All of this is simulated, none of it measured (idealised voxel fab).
process module | voxel air gaps
cross-section cut | 185 nm wide | cells 5 nm
A cross-section is a grid of square cells, given in bands from the top down. A band is one or more rows of cells.
Each band's line starts with the height of the band's top and of its bottom, in nm. Then come its materials from left to right, each with its width in nm. One material with "throughout" fills the band from edge to edge. "air" is empty space.
Height 0 is the level under which the wafer as received is all one material. The lowest band goes on downwards, as in "0 down".
A width such as "30 to 40" changes by the same amount from each row of cells to the next, from the band's top row to its bottom row.
"no change" after a step means that no cell of the cross-section changed.
closed voids: empty space of 8 cells or more with no open way to the top, each as width x height at its distance from the left edge, in nm
after a step's settings: what the simulator itself notes on the step
overlay nm, on a step with a mask: how far to the right of its planned place the mask lay; to the left if negative
plan
1 op RECEIVE | material Si
2 op CONFORMAL_DEP | material SiO2 | thk nm 10
3 op CONFORMAL_DEP | material SiN | thk nm 5
4 op DIRECTIONAL_DEP | material lowk | thk nm 40
5 op MASKED_ETCH | tone open | mask id LINES | width nm 20 | pitch nm 50 | etch materials lowk | depth nm 40 | overlay nm 0
6 op CONFORMAL_DEP | material TiN | thk nm 5
7 op FILL_DEP | material Cu | thk nm 10
8 op CMP | height nm 55
9 op EPI | material Ru | thk nm 10
10 op SELECTIVE_ETCH | etch materials lowk | depth nm 50
11 op CONFORMAL_DEP | material SiCN | thk nm 5
first wafer, as planned
as received, after step 1
  0 down: Si throughout
  closed voids: none
after step 2
  10 to 0: SiO2 throughout
  below 0: unchanged
after step 3
  15 to 10: SiN throughout
  below 10: unchanged
after step 4
  55 to 15: lowk throughout
  below 15: unchanged
after step 5
  55 to 15: lowk 30 | air 20 | lowk 30 | air 20 | lowk 30 | air 20 | lowk 35
  below 15: unchanged
after step 6
  60 to 55: TiN 35 | air 10 | TiN 40 | air 10 | TiN 40 | air 10 | TiN 40
  55 to 20: lowk 30 | TiN 5 | air 10 | TiN 5 | lowk 30 | TiN 5 | air 10 | TiN 5 | lowk 30 | TiN 5 | air 10 | TiN 5 | lowk 35
  20 to 15: lowk 30 | TiN 20 | lowk 30 | TiN 20 | lowk 30 | TiN 20 | lowk 35
  below 15: unchanged
after step 7
  70 to 60: Cu throughout
  60 to 55: TiN 35 | Cu 10 | TiN 40 | Cu 10 | TiN 40 | Cu 10 | TiN 40
  55 to 20: lowk 30 | TiN 5 | Cu 10 | TiN 5 | lowk 30 | TiN 5 | Cu 10 | TiN 5 | lowk 30 | TiN 5 | Cu 10 | TiN 5 | lowk 35
  below 20: unchanged
after step 8
  55 to 20: lowk 30 | TiN 5 | Cu 10 | TiN 5 | lowk 30 | TiN 5 | Cu 10 | TiN 5 | lowk 30 | TiN 5 | Cu 10 | TiN 5 | lowk 35
  below 20: unchanged
after step 9
  65 to 55: air 20 | Ru 40 | air 10 | Ru 40 | air 10 | Ru 40 | air 25
  below 55: unchanged
after step 10
  65 to 55: air 20 | Ru 40 | air 10 | Ru 40 | air 10 | Ru 40 | air 25
  55 to 20: air 30 | TiN 5 | Cu 10 | TiN 5 | air 30 | TiN 5 | Cu 10 | TiN 5 | air 30 | TiN 5 | Cu 10 | TiN 5 | air 35
  20 to 15: air 30 | TiN 20 | air 30 | TiN 20 | air 30 | TiN 20 | air 35
  below 15: unchanged
after step 11
  70 to 65: air 15 | SiCN 150 | air 20
  65 to 55: air 15 | SiCN 5 | Ru 40 | SiCN 10 | Ru 40 | SiCN 10 | Ru 40 | SiCN 5 | air 20
  55 to 50: air 15 | SiCN 15 | TiN 5 | Cu 10 | TiN 5 | SiCN 30 | TiN 5 | Cu 10 | TiN 5 | SiCN 30 | TiN 5 | Cu 10 | TiN 5 | SiCN 15 | air 20
  50 to 20: air 25 | SiCN 5 | TiN 5 | Cu 10 | TiN 5 | SiCN 5 | air 20 | SiCN 5 | TiN 5 | Cu 10 | TiN 5 | SiCN 5 | air 20 | SiCN 5 | TiN 5 | Cu 10 | TiN 5 | SiCN 5 | air 30
  20 to 15: SiCN 30 | TiN 20 | SiCN 30 | TiN 20 | SiCN 30 | TiN 20 | SiCN 35
  below 15: unchanged
  closed voids: 20 x 30 at 55; 20 x 30 at 105
second wafer: like start, like plan, one mistake. Through step 4 it matches the first wafer
when step 5 should have ended
  55 to 15: lowk 25 | air 30 | lowk 20 | air 30 | lowk 20 | air 30 | lowk 30
  below 15: unchanged
when step 6 should have ended
  60 to 55: TiN 30 | air 20 | TiN 30 | air 20 | TiN 30 | air 20 | TiN 35
  55 to 20: lowk 25 | TiN 5 | air 20 | TiN 5 | lowk 20 | TiN 5 | air 20 | TiN 5 | lowk 20 | TiN 5 | air 20 | TiN 5 | lowk 30
  20 to 15: lowk 25 | TiN 30 | lowk 20 | TiN 30 | lowk 20 | TiN 30 | lowk 30
  below 15: unchanged
when step 7 should have ended
  70 to 60: Cu throughout
  60 to 55: TiN 30 | Cu 20 | TiN 30 | Cu 20 | TiN 30 | Cu 20 | TiN 35
  55 to 20: lowk 25 | TiN 5 | Cu 20 | TiN 5 | lowk 20 | TiN 5 | Cu 20 | TiN 5 | lowk 20 | TiN 5 | Cu 20 | TiN 5 | lowk 30
  below 20: unchanged
when step 8 should have ended
  55 to 20: lowk 25 | TiN 5 | Cu 20 | TiN 5 | lowk 20 | TiN 5 | Cu 20 | TiN 5 | lowk 20 | TiN 5 | Cu 20 | TiN 5 | lowk 30
  below 20: unchanged
when step 9 should have ended
  65 to 55: air 15 | Ru 150 | air 20
  below 55: unchanged
when step 10 should have ended
  65 to 55: air 15 | Ru 150 | air 20
  55 to 20: air 25 | TiN 5 | Cu 20 | TiN 5 | lowk 20 | TiN 5 | Cu 20 | TiN 5 | lowk 20 | TiN 5 | Cu 20 | TiN 5 | air 30
  20 to 15: air 25 | TiN 30 | lowk 20 | TiN 30 | lowk 20 | TiN 30 | air 30
  below 15: unchanged
when step 11 should have ended
  70 to 65: air 10 | SiCN 160 | air 15
  65 to 55: air 10 | SiCN 5 | Ru 150 | SiCN 5 | air 15
  55 to 50: air 10 | SiCN 15 | TiN 5 | Cu 20 | TiN 5 | lowk 20 | TiN 5 | Cu 20 | TiN 5 | lowk 20 | TiN 5 | Cu 20 | TiN 5 | SiCN 15 | air 15
  50 to 20: air 20 | SiCN 5 | TiN 5 | Cu 20 | TiN 5 | lowk 20 | TiN 5 | Cu 20 | TiN 5 | lowk 20 | TiN 5 | Cu 20 | TiN 5 | SiCN 5 | air 25
  20 to 15: SiCN 25 | TiN 30 | lowk 20 | TiN 30 | lowk 20 | TiN 30 | SiCN 30
  below 15: unchanged
what went wrong: step 5 ran as: op MASKED_ETCH | tone open | mask id LINES | width nm 30 | pitch nm 50 | etch materials lowk | depth nm 40 | overlay nm 0
at the end the second wafer has, in cells: 42 more of Cu | 12 more of Ru | 56 fewer of SiCN | 6 more of TiN | 64 more of lowk
closed voids at the end (first wafer, second wafer): 2, 0
